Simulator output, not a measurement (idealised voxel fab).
This is a process module. Its name is voxel self aligned contacts.
Xsec cut, 275 nm wide, square cell size 5 nm.
In this document a cross-section is written as a grid of square cells. It is given as a series of bands, listed from the top down, and a band is one or more rows of cells. This entry defines a band. It first specifies the height of the band's top and the height of its bottom in nm, and then specifies the band's materials from left to right, stating each material with its width in nm. The word "edge to edge" identifies a single material that fills the band from edge to edge, while the word "blank" identifies empty space. Heights from 0 (as-received wafer is one material below). Bottom band endless downward, as "0 nm and below". A width given as "30 to 40" starts at the first number in the band's top row and ends at the second number in its bottom row, shifting by an equal amount at every step from row to row. Where a step carries "nothing different", the cross-section came out of it unchanged, cell for cell. The label "Enclosed void listing" introduces a list of the empty spaces, 8 cells or larger, that have no open way up to the top; each entry in it reads width x height at distance, where the distance is taken from the left edge and all three are stated in nm. Where a step's line continues beyond its settings, the continuation is a remark by the simulator itself on that step. overlay nm: on a step with a mask, how far right of its planned place the mask lay; negative means left.

## The process steps that were planned are listed below
step 1: RECEIVE,material Si
step 2: OXIDIZE,depth nm 5
step 3: DIRECTIONAL_DEP,material polySi,thk nm 25
step 4: DIRECTIONAL_DEP,material SiN,thk nm 15
step 5: DIRECTIONAL_DEP,material aC,thk nm 10
step 6: PATTERN,tone cover,mask id GATE,material resist,width nm 35,pitch nm 65,thk nm 25,overlay nm 0
step 7: DIRECTIONAL_ETCH,etch materials aC,depth nm 10
step 8: STRIP,etch materials resist
step 9: DIRECTIONAL_ETCH,etch materials SiN,depth nm 15
step 10: DIRECTIONAL_ETCH,etch materials polySi,depth nm 25
step 11: STRIP,etch materials aC
step 12: CONFORMAL_DEP,material SiN,thk nm 5
step 13: DIRECTIONAL_ETCH,etch materials SiN,depth nm 5
step 14: FILL_DEP,material SiO2,thk nm 20
step 15: CMP,height nm 50
step 16: DIRECTIONAL_DEP,material aC,thk nm 15
step 17: PATTERN,tone open,mask id CONTACT,material resist,width nm 50,thk nm 35,overlay nm 0
step 18: DIRECTIONAL_ETCH,etch materials aC,depth nm 15
step 19: STRIP,etch materials resist
step 20: DIRECTIONAL_ETCH,etch materials SiO2,depth nm 55
step 21: STRIP,etch materials aC
step 22: CONFORMAL_DEP,material TiN,thk nm 5
step 23: FILL_DEP,material Ru,thk nm 5
step 24: CMP,height nm 50
step 25: CONFORMAL_DEP,material SiN,thk nm 5
Wafer-to-wafer difference: thk nm, step 12. Common start. Plan = first wafer's value.

## This is how the first of several wafers looked in cross-section when it arrived, which is after step 1
* 0 nm and below | Si edge to edge
* Enclosed void listing: none

## Here is how to read the rows: every wafer has a row, and it shows the wafer at the end of the module, giving for each material how many cells were gained (+) or lost (-) since the wafer was received, then listing its closed voids
thk nm 5 | +26 Ru | -55 Si | +129 SiN | +405 SiO2 | +30 TiN | +70 polySi | Enclosed void listing: none
thk nm 10 | -55 Si | +216 SiN | +348 SiO2 | +26 TiN | +70 polySi | Enclosed void listing: none
thk nm 15 | -55 Si | +303 SiN | +287 SiO2 | +70 polySi | Enclosed void listing: none
thk nm 20 | -55 Si | +346 SiN | +244 SiO2 | +70 polySi | Enclosed void listing: none
